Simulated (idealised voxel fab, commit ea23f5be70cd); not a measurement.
process module | voxel transistor to metal
Cross-section cut spans 185 nm and uses square cells 5 nm in size.
Format of a cross-section: grid, square cells. Given as bands. Order: top down. Band: one or more rows of cells. Band: top and bottom heights (nm) first, top before bottom; then materials from left to right, widths in nm. "full width" marks a sole material filling the band edge to edge. "air" denotes empty space. The reference from which all heights are counted is 0, the level beneath which the as-received wafer is entirely one material; the lowest band, having no lower bound, proceeds downward and is written after the example "from 0 down". Think of "30 to 40" as a width that walks from the first number to the second as you go down the band, top row to bottom row, taking equal-sized steps from row to row. Reading "left unchanged" for a step: not a cell of the cross-section changed in it. Voids not open to the top, 8 cells minimum: see "Sealed internal cavities". Written width x height at distance; distance is from the left edge; nm. Where a step's line continues beyond its settings, the continuation is a remark by the simulator itself on that step. The "overlay nm" setting may appear on a step's line; for a step that uses a mask, it gives how far to the right of its planned position the mask lay, and a negative value indicates the left. How should the pairs below be read? Each gives the cross-section before one process step and the cross-section after it, the latter drawn only to the lowest band that changed; the step that lies between them, with its settings, appears under the pair. Does a pair pick up where the pair above left off? Only where its entry headed "Preceding state" says so, since pairs can come from different runs of this module on the same starting wafer.
Preceding state:
- from 0 down: Si full width
- Sealed internal cavities: none
Result of Step:
- from 5 to 0: SiO2 full width
- Anything lower than 0 is untouched.
- Sealed internal cavities: none
the step between: CONFORMAL_DEP with material SiO2, thk nm 5
Preceding state: The pre-step condition corresponds to the post-step cross-section depicted in the pair directly above.
Result of Step:
- from 15 to 5: SiN full width
- Anything lower than 5 is untouched.
- Sealed internal cavities: none
the step between: CONFORMAL_DEP with material SiN, thk nm 10
Preceding state: The pre-step condition corresponds to the post-step cross-section depicted in the pair directly above.
Result of Step:
- from 15 to 5: 30 air, then 120 SiN, then 35 air
- Anything lower than 5 is untouched.
- Sealed internal cavities: none
the step between: MASKED_ETCH with tone cover, mask id ACTIVE, width nm 120, etch materials SiN, depth nm 10, overlay nm 0
Preceding state: The pre-step condition corresponds to the post-step cross-section depicted in the pair directly above.
Result of Step:
- from 15 to 5: 30 air, then 120 SiN, then 35 air
- from 5 to 0: 30 air, then 120 SiO2, then 35 air
- Anything lower than 0 is untouched.
- Sealed internal cavities: none
the step between: MASKED_ETCH with tone cover, mask id ACTIVE, width nm 120, etch materials SiO2, depth nm 5, overlay nm 0
Preceding state: The pre-step condition corresponds to the post-step cross-section depicted in the pair directly above.
Result of Step:
- from 15 to 5: 30 air, then 120 SiN, then 35 air
- from 5 to 0: 30 air, then 120 SiO2, then 35 air
- from 0 to -20: 30 air, then 120 Si, then 35 air
- Anything lower than -20 is untouched.
- Sealed internal cavities: none
the step between: MASKED_ETCH with tone cover, mask id ACTIVE, width nm 120, etch materials Si, depth nm 20, overlay nm 0
Preceding state: The pre-step condition corresponds to the post-step cross-section depicted in the pair directly above.
Result of Step:
- from 15 to 5: 30 air, then 120 SiN, then 35 air
- from 5 to 0: 30 air, then 120 SiO2, then 35 air
- from 0 to -20: 30 air, then 5 SiO2, then 110 Si, then 5 SiO2, then 35 air
- from -20 to -25: 35 SiO2, then 110 Si, then 40 SiO2
- Anything lower than -25 is untouched.
- Sealed internal cavities: none
the step between: OXIDIZE with depth nm 5
Preceding state: The pre-step condition corresponds to the post-step cross-section depicted in the pair directly above.
Result of Step:
- from 20 to 15: SiO2 full width
- from 15 to 5: 30 SiO2, then 120 SiN, then 35 SiO2
- from 5 to 0: SiO2 full width
- from 0 to -25: 35 SiO2, then 110 Si, then 40 SiO2
- Anything lower than -25 is untouched.
- Sealed internal cavities: none
the step between: FILL_DEP with material SiO2, thk nm 5
Preceding state: The pre-step condition corresponds to the post-step cross-section depicted in the pair directly above.
Result of Step:
- from 15 to 5: 30 SiO2, then 120 SiN, then 35 SiO2
- Anything lower than 5 is untouched.
- Sealed internal cavities: none
the step between: CMP with height nm 15
Preceding state: The pre-step condition corresponds to the post-step cross-section depicted in the pair directly above.
Result of Step:
- from 15 to 5: 30 air, then 120 SiN, then 35 air
- Anything lower than 5 is untouched.
- Sealed internal cavities: none
the step between: SELECTIVE_ETCH with etch materials SiO2, depth nm 10
Preceding state: The pre-step condition corresponds to the post-step cross-section depicted in the pair directly above.
Result of Step:
- from 5 to 0: SiO2 full width
- Anything lower than 0 is untouched.
- Sealed internal cavities: none
the step between: STRIP with etch materials SiN
Preceding state: The pre-step condition corresponds to the post-step cross-section depicted in the pair directly above.
Result of Step:
- from 0 to -25: 35 SiO2, then 110 Si, then 40 SiO2
- Anything lower than -25 is untouched.
- Sealed internal cavities: none
the step between: SELECTIVE_ETCH with etch materials SiO2, depth nm 5
Preceding state: The pre-step condition corresponds to the post-step cross-section depicted in the pair directly above.
Result of Step:
- from 0 to -5: SiO2 full width
- Anything lower than -5 is untouched.
- Sealed internal cavities: none
the step between: OXIDIZE with depth nm 5
Preceding state: The pre-step condition corresponds to the post-step cross-section depicted in the pair directly above.
Result of Step:
- from 25 to 0: polySi full width
- Anything lower than 0 is untouched.
- Sealed internal cavities: none
the step between: DIRECTIONAL_DEP with material polySi, thk nm 25
Preceding state: The pre-step condition corresponds to the post-step cross-section depicted in the pair directly above.
Result of Step:
- from 35 to 25: SiCN full width
- Anything lower than 25 is untouched.
- Sealed internal cavities: none
the step between: DIRECTIONAL_DEP with material SiCN, thk nm 10
Preceding state: The pre-step condition corresponds to the post-step cross-section depicted in the pair directly above.
Result of Step:
- from 35 to 25: 75 air, then 30 SiCN, then 80 air
- Anything lower than 25 is untouched.
- Sealed internal cavities: none
the step between: MASKED_ETCH with tone cover, mask id GATE, width nm 30, etch materials SiCN, depth nm 20, overlay nm 0
Preceding state: The pre-step condition corresponds to the post-step cross-section depicted in the pair directly above.
Result of Step:
- from 35 to 25: 75 air, then 30 SiCN, then 80 air
- from 25 to 0: 75 air, then 30 polySi, then 80 air
- Anything lower than 0 is untouched.
- Sealed internal cavities: none
the step between: MASKED_ETCH with tone cover, mask id GATE, width nm 30, etch materials polySi, depth nm 35, overlay nm 0
Preceding state: The pre-step condition corresponds to the post-step cross-section depicted in the pair directly above.
Result of Step:
- from 40 to 35: 70 air, then 40 SiO2, then 75 air
- from 35 to 25: 70 air, then 5 SiO2, then 30 SiCN, then 5 SiO2, then 75 air
- from 25 to 5: 70 air, then 5 SiO2, then 30 polySi, then 5 SiO2, then 75 air
- from 5 to 0: 75 SiO2, then 30 polySi, then 80 SiO2
- Anything lower than 0 is untouched.
- Sealed internal cavities: none
the step between: CONFORMAL_DEP with material SiO2, thk nm 5
Preceding state: The pre-step condition corresponds to the post-step cross-section depicted in the pair directly above.
Result of Step:
- from 35 to 25: 70 air, then 5 SiO2, then 30 SiCN, then 5 SiO2, then 75 air
- from 25 to 0: 70 air, then 5 SiO2, then 30 polySi, then 5 SiO2, then 75 air
- Anything lower than 0 is untouched.
- Sealed internal cavities: none
the step between: DIRECTIONAL_ETCH with etch materials SiO2, depth nm 5
Preceding state: The pre-step condition corresponds to the post-step cross-section depicted in the pair directly above.
Result of Step:
- from 40 to 35: 65 air, then 50 SiN, then 70 air
- from 35 to 25: 65 air, then 5 SiN, then 5 SiO2, then 30 SiCN, then 5 SiO2, then 5 SiN, then 70 air
- from 25 to 5: 65 air, then 5 SiN, then 5 SiO2, then 30 polySi, then 5 SiO2, then 5 SiN, then 70 air
- from 5 to 0: 70 SiN, then 5 SiO2, then 30 polySi, then 5 SiO2, then 75 SiN
- Anything lower than 0 is untouched.
- Sealed internal cavities: none
the step between: CONFORMAL_DEP with material SiN, thk nm 5
Preceding state: The pre-step condition corresponds to the post-step cross-section depicted in the pair directly above.
Result of Step:
- from 35 to 25: 65 air, then 5 SiN, then 5 SiO2, then 30 SiCN, then 5 SiO2, then 5 SiN, then 70 air
- from 25 to 0: 65 air, then 5 SiN, then 5 SiO2, then 30 polySi, then 5 SiO2, then 5 SiN, then 70 air
- Anything lower than 0 is untouched.
- Sealed internal cavities: none
the step between: DIRECTIONAL_ETCH with etch materials SiN, depth nm 5
Preceding state: The pre-step condition corresponds to the post-step cross-section depicted in the pair directly above.
Result of Step:
- from 35 to 30: 65 air, then 5 SiN, then 5 air, then 30 SiCN, then 5 air, then 5 SiN, then 70 air
- from 30 to 25: 65 air, then 5 SiN, then 5 SiO2, then 30 SiCN, then 5 SiO2, then 5 SiN, then 70 air
- from 25 to 0: 65 air, then 5 SiN, then 5 SiO2, then 30 polySi, then 5 SiO2, then 5 SiN, then 70 air
- from 0 to -5: 65 air, then 50 SiO2, then 70 air
- Anything lower than -5 is untouched.
- Sealed internal cavities: none
the step between: DIRECTIONAL_ETCH with etch materials SiO2, depth nm 5
Preceding state: The pre-step condition corresponds to the post-step cross-section depicted in the pair directly above.
Result of Step:
- from 35 to 30: 65 air, then 5 SiN, then 5 air, then 30 SiCN, then 5 air, then 5 SiN, then 70 air
- from 30 to 25: 65 air, then 5 SiN, then 5 SiO2, then 30 SiCN, then 5 SiO2, then 5 SiN, then 70 air
- from 25 to 0: 65 air, then 5 SiN, then 5 SiO2, then 30 polySi, then 5 SiO2, then 5 SiN, then 70 air
- from 0 to -5: 65 air, then 50 SiO2, then 70 air
- from -5 to -20: 35 SiO2, then 30 air, then 50 Si, then 30 air, then 40 SiO2
- Anything lower than -20 is untouched.
- Sealed internal cavities: none
the step between: DIRECTIONAL_ETCH with etch materials Si, depth nm 15
Preceding state: The pre-step condition corresponds to the post-step cross-section depicted in the pair directly above.
Result of Step:
- from 35 to 30: 65 air, then 5 SiN, then 5 air, then 30 SiCN, then 5 air, then 5 SiN, then 70 air
- from 30 to 25: 65 air, then 5 SiN, then 5 SiO2, then 30 SiCN, then 5 SiO2, then 5 SiN, then 70 air
- from 25 to 15: 65 air, then 5 SiN, then 5 SiO2, then 30 polySi, then 5 SiO2, then 5 SiN, then 70 air
- from 15 to 0: 45 air, then 20 SiGe, then 5 SiN, then 5 SiO2, then 30 polySi, then 5 SiO2, then 5 SiN, then 20 SiGe, then 50 air
- from 0 to -5: 30 air, then 35 SiGe, then 50 SiO2, then 35 SiGe, then 35 air
- from -5 to -20: 35 SiO2, then 30 SiGe, then 50 Si, then 30 SiGe, then 40 SiO2
- Anything lower than -20 is untouched.
- Sealed internal cavities: none
the step between: EPI with material SiGe, thk nm 20
Preceding state: The pre-step condition corresponds to the post-step cross-section depicted in the pair directly above.
Result of Step:
- from 45 to 35: SiO2 full width
- from 35 to 25: 65 SiO2, then 5 SiN, then 5 SiO2, then 30 SiCN, then 5 SiO2, then 5 SiN, then 70 SiO2
- from 25 to 15: 65 SiO2, then 5 SiN, then 5 SiO2, then 30 polySi, then 5 SiO2, then 5 SiN, then 70 SiO2
- from 15 to 0: 45 SiO2, then 20 SiGe, then 5 SiN, then 5 SiO2, then 30 polySi, then 5 SiO2, then 5 SiN, then 20 SiGe, then 50 SiO2
- from 0 to -5: 30 SiO2, then 35 SiGe, then 50 SiO2, then 35 SiGe, then 35 SiO2
- Anything lower than -5 is untouched.
- Sealed internal cavities: none
the step between: FILL_DEP with material SiO2, thk nm 10
Preceding state: The pre-step condition corresponds to the post-step cross-section depicted in the pair directly above.
Result of Step:
- from 25 to 15: 65 SiO2, then 5 SiN, then 5 SiO2, then 30 polySi, then 5 SiO2, then 5 SiN, then 70 SiO2
- Anything lower than 15 is untouched.
- Sealed internal cavities: none
the step between: CMP with height nm 25
Preceding state: The pre-step condition corresponds to the post-step cross-section depicted in the pair directly above.
Result of Step:
- from 25 to 15: 65 SiO2, then 5 SiN, then 5 SiO2, then 30 air, then 5 SiO2, then 5 SiN, then 70 SiO2
- from 15 to 0: 45 SiO2, then 20 SiGe, then 5 SiN, then 5 SiO2, then 30 air, then 5 SiO2, then 5 SiN, then 20 SiGe, then 50 SiO2
- Anything lower than 0 is untouched.
- Sealed internal cavities: none
the step between: STRIP with etch materials polySi
Preceding state: The pre-step condition corresponds to the post-step cross-section depicted in the pair directly above.
Result of Step:
- from 25 to 20: 65 air, then 5 SiN, then 40 air, then 5 SiN, then 70 air
- from 20 to 15: 65 SiO2, then 5 SiN, then 40 air, then 5 SiN, then 70 SiO2
- from 15 to 0: 45 SiO2, then 20 SiGe, then 5 SiN, then 40 air, then 5 SiN, then 20 SiGe, then 50 SiO2
- from 0 to -5: 30 SiO2, then 35 SiGe, then 5 SiO2, then 40 air, then 5 SiO2, then 35 SiGe, then 35 SiO2
- Anything lower than -5 is untouched.
- Sealed internal cavities: none
the step between: SELECTIVE_ETCH with etch materials SiO2, depth nm 5
Preceding state: The pre-step condition corresponds to the post-step cross-section depicted in the pair directly above.
Result of Step:
- from 30 to 25: 60 air, then 15 HfO2, then 30 air, then 15 HfO2, then 65 air
- from 25 to 20: 65 HfO2, then 5 SiN, then 5 HfO2, then 30 air, then 5 HfO2, then 5 SiN, then 70 HfO2
- from 20 to 15: 65 SiO2, then 5 SiN, then 5 HfO2, then 30 air, then 5 HfO2, then 5 SiN, then 70 SiO2
- from 15 to 0: 45 SiO2, then 20 SiGe, then 5 SiN, then 5 HfO2, then 30 air, then 5 HfO2, then 5 SiN, then 20 SiGe, then 50 SiO2
- from 0 to -5: 30 SiO2, then 35 SiGe, then 5 SiO2, then 40 HfO2, then 5 SiO2, then 35 SiGe, then 35 SiO2
- Anything lower than -5 is untouched.
- Sealed internal cavities: none
the step between: CONFORMAL_DEP with material HfO2, thk nm 5
Preceding state: The pre-step condition corresponds to the post-step cross-section depicted in the pair directly above.
Result of Step:
- from 35 to 30: 55 air, then 25 TiN, then 20 air, then 25 TiN, then 60 air
- from 30 to 25: 60 TiN, then 15 HfO2, then 5 TiN, then 20 air, then 5 TiN, then 15 HfO2, then 65 TiN
- from 25 to 20: 65 HfO2, then 5 SiN, then 5 HfO2, then 5 TiN, then 20 air, then 5 TiN, then 5 HfO2, then 5 SiN, then 70 HfO2
- from 20 to 15: 65 SiO2, then 5 SiN, then 5 HfO2, then 5 TiN, then 20 air, then 5 TiN, then 5 HfO2, then 5 SiN, then 70 SiO2
- from 15 to 5: 45 SiO2, then 20 SiGe, then 5 SiN, then 5 HfO2, then 5 TiN, then 20 air, then 5 TiN, then 5 HfO2, then 5 SiN, then 20 SiGe, then 50 SiO2
- from 5 to 0: 45 SiO2, then 20 SiGe, then 5 SiN, then 5 HfO2, then 30 TiN, then 5 HfO2, then 5 SiN, then 20 SiGe, then 50 SiO2
- Anything lower than 0 is untouched.
- Sealed internal cavities: none
the step between: CONFORMAL_DEP with material TiN, thk nm 5
Preceding state: The pre-step condition corresponds to the post-step cross-section depicted in the pair directly above.
Result of Step:
- from 45 to 35: W full width
- from 35 to 30: 55 W, then 25 TiN, then 20 W, then 25 TiN, then 60 W
- from 30 to 25: 60 TiN, then 15 HfO2, then 5 TiN, then 20 W, then 5 TiN, then 15 HfO2, then 65 TiN
- from 25 to 20: 65 HfO2, then 5 SiN, then 5 HfO2, then 5 TiN, then 20 W, then 5 TiN, then 5 HfO2, then 5 SiN, then 70 HfO2
- from 20 to 15: 65 SiO2, then 5 SiN, then 5 HfO2, then 5 TiN, then 20 W, then 5 TiN, then 5 HfO2, then 5 SiN, then 70 SiO2
- from 15 to 5: 45 SiO2, then 20 SiGe, then 5 SiN, then 5 HfO2, then 5 TiN, then 20 W, then 5 TiN, then 5 HfO2, then 5 SiN, then 20 SiGe, then 50 SiO2
- Anything lower than 5 is untouched.
- Sealed internal cavities: none
the step between: FILL_DEP with material W, thk nm 10
Preceding state: The pre-step condition corresponds to the post-step cross-section depicted in the pair directly above.
Result of Step:
- from 20 to 15: 65 SiO2, then 5 SiN, then 5 HfO2, then 5 TiN, then 20 W, then 5 TiN, then 5 HfO2, then 5 SiN, then 70 SiO2
- Anything lower than 15 is untouched.
- Sealed internal cavities: none
the step between: CMP with height nm 20
Preceding state: The pre-step condition corresponds to the post-step cross-section depicted in the pair directly above.
Result of Step:
- from 30 to 20: SiO2 full width
- Anything lower than 20 is untouched.
- Sealed internal cavities: none
the step between: DIRECTIONAL_DEP with material SiO2, thk nm 10
Preceding state: The pre-step condition corresponds to the post-step cross-section depicted in the pair directly above.
Result of Step:
- from 40 to 30: aC full width
- Anything lower than 30 is untouched.
- Sealed internal cavities: none
the step between: DIRECTIONAL_DEP with material aC, thk nm 10
Preceding state: The pre-step condition corresponds to the post-step cross-section depicted in the pair directly above.
Result of Step:
- from 65 to 40: 35 resist, then 20 air, then 70 resist, then 20 air, then 40 resist
- Anything lower than 40 is untouched.
- Sealed internal cavities: none
the step between: PATTERN with tone open, mask id CONTACT, material resist, width nm 20, pitch nm 90, thk nm 25, overlay nm 0
Preceding state: The pre-step condition corresponds to the post-step cross-section depicted in the pair directly above.
Result of Step:
- from 55 to 40: 35 resist, then 20 air, then 70 resist, then 20 air, then 40 resist
- from 40 to 30: 35 aC, then 20 air, then 70 aC, then 20 air, then 40 aC
- Anything lower than 30 is untouched.
- Sealed internal cavities: none
the step between: DIRECTIONAL_ETCH with etch materials aC, depth nm 10
Preceding state: The pre-step condition corresponds to the post-step cross-section depicted in the pair directly above.
Result of Step:
- from 40 to 30: 35 aC, then 20 air, then 70 aC, then 20 air, then 40 aC
- Anything lower than 30 is untouched.
- Sealed internal cavities: none
the step between: STRIP with etch materials resist
Preceding state: The pre-step condition corresponds to the post-step cross-section depicted in the pair directly above.
Result of Step:
- from 40 to 30: 35 aC, then 20 air, then 70 aC, then 20 air, then 40 aC
- from 30 to 20: 35 SiO2, then 20 air, then 70 SiO2, then 20 air, then 40 SiO2
- from 20 to 15: 35 SiO2, then 20 air, then 10 SiO2, then 5 SiN, then 5 HfO2, then 5 TiN, then 20 W, then 5 TiN, then 5 HfO2, then 5 SiN, then 10 SiO2, then 20 air, then 40 SiO2
- from 15 to 5: 35 SiO2, then 10 air, then 20 SiGe, then 5 SiN, then 5 HfO2, then 5 TiN, then 20 W, then 5 TiN, then 5 HfO2, then 5 SiN, then 20 SiGe, then 10 air, then 40 SiO2
- from 5 to 0: 35 SiO2, then 10 air, then 20 SiGe, then 5 SiN, then 5 HfO2, then 30 TiN, then 5 HfO2, then 5 SiN, then 20 SiGe, then 10 air, then 40 SiO2
- Anything lower than 0 is untouched.
- Sealed internal cavities: none
the step between: DIRECTIONAL_ETCH with etch materials SiO2, depth nm 30
Preceding state: The pre-step condition corresponds to the post-step cross-section depicted in the pair directly above.
Result of Step:
- from 30 to 20: 35 SiO2, then 20 air, then 70 SiO2, then 20 air, then 40 SiO2
- Anything lower than 20 is untouched.
- Sealed internal cavities: none
the step between: STRIP with etch materials aC
Preceding state: The pre-step condition corresponds to the post-step cross-section depicted in the pair directly above.
Result of Step:
- from 35 to 30: 40 TiN, then 10 air, then 80 TiN, then 10 air, then 45 TiN
- from 30 to 20: 35 SiO2, then 5 TiN, then 10 air, then 5 TiN, then 70 SiO2, then 5 TiN, then 10 air, then 5 TiN, then 40 SiO2
- from 20 to 15: 35 SiO2, then 20 TiN, then 10 SiO2, then 5 SiN, then 5 HfO2, then 5 TiN, then 20 W, then 5 TiN, then 5 HfO2, then 5 SiN, then 10 SiO2, then 20 TiN, then 40 SiO2
- from 15 to 5: 35 SiO2, then 10 TiN, then 20 SiGe, then 5 SiN, then 5 HfO2, then 5 TiN, then 20 W, then 5 TiN, then 5 HfO2, then 5 SiN, then 20 SiGe, then 10 TiN, then 40 SiO2
- from 5 to 0: 35 SiO2, then 10 TiN, then 20 SiGe, then 5 SiN, then 5 HfO2, then 30 TiN, then 5 HfO2, then 5 SiN, then 20 SiGe, then 10 TiN, then 40 SiO2
- Anything lower than 0 is untouched.
- Sealed internal cavities: none
the step between: CONFORMAL_DEP with material TiN, thk nm 5
Preceding state: The pre-step condition corresponds to the post-step cross-section depicted in the pair directly above.
Result of Step:
- from 40 to 35: Ru full width
- from 35 to 30: 40 TiN, then 10 Ru, then 80 TiN, then 10 Ru, then 45 TiN
- from 30 to 20: 35 SiO2, then 5 TiN, then 10 Ru, then 5 TiN, then 70 SiO2, then 5 TiN, then 10 Ru, then 5 TiN, then 40 SiO2
- Anything lower than 20 is untouched.
- Sealed internal cavities: none
the step between: FILL_DEP with material Ru, thk nm 5
Preceding state: The pre-step condition corresponds to the post-step cross-section depicted in the pair directly above.
Result of Step:
- from 30 to 20: 35 SiO2, then 5 TiN, then 10 Ru, then 5 TiN, then 70 SiO2, then 5 TiN, then 10 Ru, then 5 TiN, then 40 SiO2
- Anything lower than 20 is untouched.
- Sealed internal cavities: none
the step between: CMP with height nm 30
Preceding state: The pre-step condition corresponds to the post-step cross-section depicted in the pair directly above.
Result of Step:
- from 35 to 30: SiCN full width
- Anything lower than 30 is untouched.
- Sealed internal cavities: none
the step between: CONFORMAL_DEP with material SiCN, thk nm 5
Preceding state: The pre-step condition corresponds to the post-step cross-section depicted in the pair directly above.
Result of Step:
- from 60 to 35: lowk full width
- Anything lower than 35 is untouched.
- Sealed internal cavities: none
the step between: DIRECTIONAL_DEP with material lowk, thk nm 25
Preceding state: The pre-step condition corresponds to the post-step cross-section depicted in the pair directly above.
Result of Step:
- from 75 to 60: aC full width
- Anything lower than 60 is untouched.
- Sealed internal cavities: none
the step between: DIRECTIONAL_DEP with material aC, thk nm 15
Preceding state: The pre-step condition corresponds to the post-step cross-section depicted in the pair directly above.
Result of Step:
- from 110 to 75: 35 resist, then 20 air, then 70 resist, then 20 air, then 40 resist
- Anything lower than 75 is untouched.
- Sealed internal cavities: none
the step between: PATTERN with tone open, mask id METAL_1, material resist, width nm 20, pitch nm 90, thk nm 35, overlay nm 0
Preceding state: The pre-step condition corresponds to the post-step cross-section depicted in the pair directly above.
Result of Step:
- from 95 to 75: 35 resist, then 20 air, then 70 resist, then 20 air, then 40 resist
- from 75 to 60: 35 aC, then 20 air, then 70 aC, then 20 air, then 40 aC
- Anything lower than 60 is untouched.
- Sealed internal cavities: none
the step between: DIRECTIONAL_ETCH with etch materials aC, depth nm 15
Preceding state: The pre-step condition corresponds to the post-step cross-section depicted in the pair directly above.
Result of Step:
- from 75 to 60: 35 aC, then 20 air, then 70 aC, then 20 air, then 40 aC
- Anything lower than 60 is untouched.
- Sealed internal cavities: none
the step between: STRIP with etch materials resist
Preceding state: The pre-step condition corresponds to the post-step cross-section depicted in the pair directly above.
Result of Step:
- from 75 to 60: 35 aC, then 20 air, then 70 aC, then 20 air, then 40 aC
- from 60 to 35: 35 lowk, then 20 air, then 70 lowk, then 20 air, then 40 lowk
- Anything lower than 35 is untouched.
- Sealed internal cavities: none
the step between: DIRECTIONAL_ETCH with etch materials lowk, depth nm 25
Preceding state: The pre-step condition corresponds to the post-step cross-section depicted in the pair directly above.
Result of Step:
- from 75 to 60: 35 aC, then 20 air, then 70 aC, then 20 air, then 40 aC
- from 60 to 35: 35 lowk, then 20 air, then 70 lowk, then 20 air, then 40 lowk
- from 35 to 30: 35 SiCN, then 20 air, then 70 SiCN, then 20 air, then 40 SiCN
- Anything lower than 30 is untouched.
- Sealed internal cavities: none
the step between: DIRECTIONAL_ETCH with etch materials SiCN, depth nm 5
Preceding state: The pre-step condition corresponds to the post-step cross-section depicted in the pair directly above.
Result of Step:
- from 60 to 35: 35 lowk, then 20 air, then 70 lowk, then 20 air, then 40 lowk
- Anything lower than 35 is untouched.
- Sealed internal cavities: none
the step between: STRIP with etch materials aC
Preceding state: The pre-step condition corresponds to the post-step cross-section depicted in the pair directly above.
Result of Step:
- from 65 to 60: 40 TiN, then 10 air, then 80 TiN, then 10 air, then 45 TiN
- from 60 to 35: 35 lowk, then 5 TiN, then 10 air, then 5 TiN, then 70 lowk, then 5 TiN, then 10 air, then 5 TiN, then 40 lowk
- from 35 to 30: 35 SiCN, then 20 TiN, then 70 SiCN, then 20 TiN, then 40 SiCN
- Anything lower than 30 is untouched.
- Sealed internal cavities: none
the step between: CONFORMAL_DEP with material TiN, thk nm 5
Preceding state: The pre-step condition corresponds to the post-step cross-section depicted in the pair directly above.
Result of Step:
- from 70 to 65: Ru full width
- from 65 to 60: 40 TiN, then 10 Ru, then 80 TiN, then 10 Ru, then 45 TiN
- from 60 to 35: 35 lowk, then 5 TiN, then 10 Ru, then 5 TiN, then 70 lowk, then 5 TiN, then 10 Ru, then 5 TiN, then 40 lowk
- Anything lower than 35 is untouched.
- Sealed internal cavities: none
the step between: FILL_DEP with material Ru, thk nm 5
Preceding state: The pre-step condition corresponds to the post-step cross-section depicted in the pair directly above.
Result of Step:
- from 60 to 35: 35 lowk, then 5 TiN, then 10 Ru, then 5 TiN, then 70 lowk, then 5 TiN, then 10 Ru, then 5 TiN, then 40 lowk
- Anything lower than 35 is untouched.
- Sealed internal cavities: none
the step between: CMP with height nm 60
Preceding state: The pre-step condition corresponds to the post-step cross-section depicted in the pair directly above.
Result of Step:
- from 65 to 60: SiCN full width
- Anything lower than 60 is untouched.
- Sealed internal cavities: none
the step between: CONFORMAL_DEP with material SiCN, thk nm 5
Preceding state:
- from 25 to 20: 65 air, then 5 SiN, then 40 air, then 5 SiN, then 70 air
- from 20 to 15: 65 SiO2, then 5 SiN, then 40 air, then 5 SiN, then 70 SiO2
- from 15 to 0: 45 SiO2, then 20 SiGe, then 5 SiN, then 40 air, then 5 SiN, then 20 SiGe, then 50 SiO2
- from 0 to -5: 30 SiO2, then 35 SiGe, then 5 SiO2, then 40 air, then 5 SiO2, then 35 SiGe, then 35 SiO2
- from -5 to -20: 35 SiO2, then 30 SiGe, then 50 Si, then 30 SiGe, then 40 SiO2
- from -20 to -25: 35 SiO2, then 110 Si, then 40 SiO2
- from -25 down: Si full width
- Sealed internal cavities: none
Result of Step:
- from 30 to 25: 60 air, then 15 TiN, then 30 air, then 15 TiN, then 65 air
- from 25 to 20: 65 TiN, then 5 SiN, then 5 TiN, then 30 air, then 5 TiN, then 5 SiN, then 70 TiN
- from 20 to 15: 65 SiO2, then 5 SiN, then 5 TiN, then 30 air, then 5 TiN, then 5 SiN, then 70 SiO2
- from 15 to 0: 45 SiO2, then 20 SiGe, then 5 SiN, then 5 TiN, then 30 air, then 5 TiN, then 5 SiN, then 20 SiGe, then 50 SiO2
- from 0 to -5: 30 SiO2, then 35 SiGe, then 5 SiO2, then 40 TiN, then 5 SiO2, then 35 SiGe, then 35 SiO2
- Anything lower than -5 is untouched.
- Sealed internal cavities: none
the step between: CONFORMAL_DEP with material TiN, thk nm 5
Preceding state: The pre-step condition corresponds to the post-step cross-section depicted in the pair directly above.
Result of Step:
- from 40 to 30: W full width
- from 30 to 25: 60 W, then 15 TiN, then 30 W, then 15 TiN, then 65 W
- from 25 to 20: 65 TiN, then 5 SiN, then 5 TiN, then 30 W, then 5 TiN, then 5 SiN, then 70 TiN
- from 20 to 15: 65 SiO2, then 5 SiN, then 5 TiN, then 30 W, then 5 TiN, then 5 SiN, then 70 SiO2
- from 15 to 0: 45 SiO2, then 20 SiGe, then 5 SiN, then 5 TiN, then 30 W, then 5 TiN, then 5 SiN, then 20 SiGe, then 50 SiO2
- Anything lower than 0 is untouched.
- Sealed internal cavities: none
the step between: FILL_DEP with material W, thk nm 10
Preceding state: The pre-step condition corresponds to the post-step cross-section depicted in the pair directly above.
Result of Step:
- from 20 to 15: 65 SiO2, then 5 SiN, then 5 TiN, then 30 W, then 5 TiN, then 5 SiN, then 70 SiO2
- Anything lower than 15 is untouched.
- Sealed internal cavities: none
the step between: CMP with height nm 20
Preceding state: The pre-step condition corresponds to the post-step cross-section depicted in the pair directly above.
Result of Step:
- from 30 to 20: SiO2 full width
- Anything lower than 20 is untouched.
- Sealed internal cavities: none
the step between: DIRECTIONAL_DEP with material SiO2, thk nm 10
Preceding state: The pre-step condition corresponds to the post-step cross-section depicted in the pair directly above.
Result of Step:
- from 40 to 30: aC full width
- Anything lower than 30 is untouched.
- Sealed internal cavities: none
the step between: DIRECTIONAL_DEP with material aC, thk nm 10
Preceding state: The pre-step condition corresponds to the post-step cross-section depicted in the pair directly above.
Result of Step:
- from 65 to 40: 35 resist, then 20 air, then 70 resist, then 20 air, then 40 resist
- Anything lower than 40 is untouched.
- Sealed internal cavities: none
the step between: PATTERN with tone open, mask id CONTACT, material resist, width nm 20, pitch nm 90, thk nm 25, overlay nm 0
Preceding state: The pre-step condition corresponds to the post-step cross-section depicted in the pair directly above.
Result of Step:
- from 55 to 40: 35 resist, then 20 air, then 70 resist, then 20 air, then 40 resist
- from 40 to 30: 35 aC, then 20 air, then 70 aC, then 20 air, then 40 aC
- Anything lower than 30 is untouched.
- Sealed internal cavities: none
the step between: DIRECTIONAL_ETCH with etch materials aC, depth nm 10
Preceding state: The pre-step condition corresponds to the post-step cross-section depicted in the pair directly above.
Result of Step:
- from 40 to 30: 35 aC, then 20 air, then 70 aC, then 20 air, then 40 aC
- Anything lower than 30 is untouched.
- Sealed internal cavities: none
the step between: STRIP with etch materials resist
Preceding state: The pre-step condition corresponds to the post-step cross-section depicted in the pair directly above.
Result of Step:
- from 40 to 30: 35 aC, then 20 air, then 70 aC, then 20 air, then 40 aC
- from 30 to 20: 35 SiO2, then 20 air, then 70 SiO2, then 20 air, then 40 SiO2
- from 20 to 15: 35 SiO2, then 20 air, then 10 SiO2, then 5 SiN, then 5 TiN, then 30 W, then 5 TiN, then 5 SiN, then 10 SiO2, then 20 air, then 40 SiO2
- from 15 to 0: 35 SiO2, then 10 air, then 20 SiGe, then 5 SiN, then 5 TiN, then 30 W, then 5 TiN, then 5 SiN, then 20 SiGe, then 10 air, then 40 SiO2
- Anything lower than 0 is untouched.
- Sealed internal cavities: none
the step between: DIRECTIONAL_ETCH with etch materials SiO2, depth nm 30
Preceding state: The pre-step condition corresponds to the post-step cross-section depicted in the pair directly above.
Result of Step:
- from 30 to 20: 35 SiO2, then 20 air, then 70 SiO2, then 20 air, then 40 SiO2
- Anything lower than 20 is untouched.
- Sealed internal cavities: none
the step between: STRIP with etch materials aC
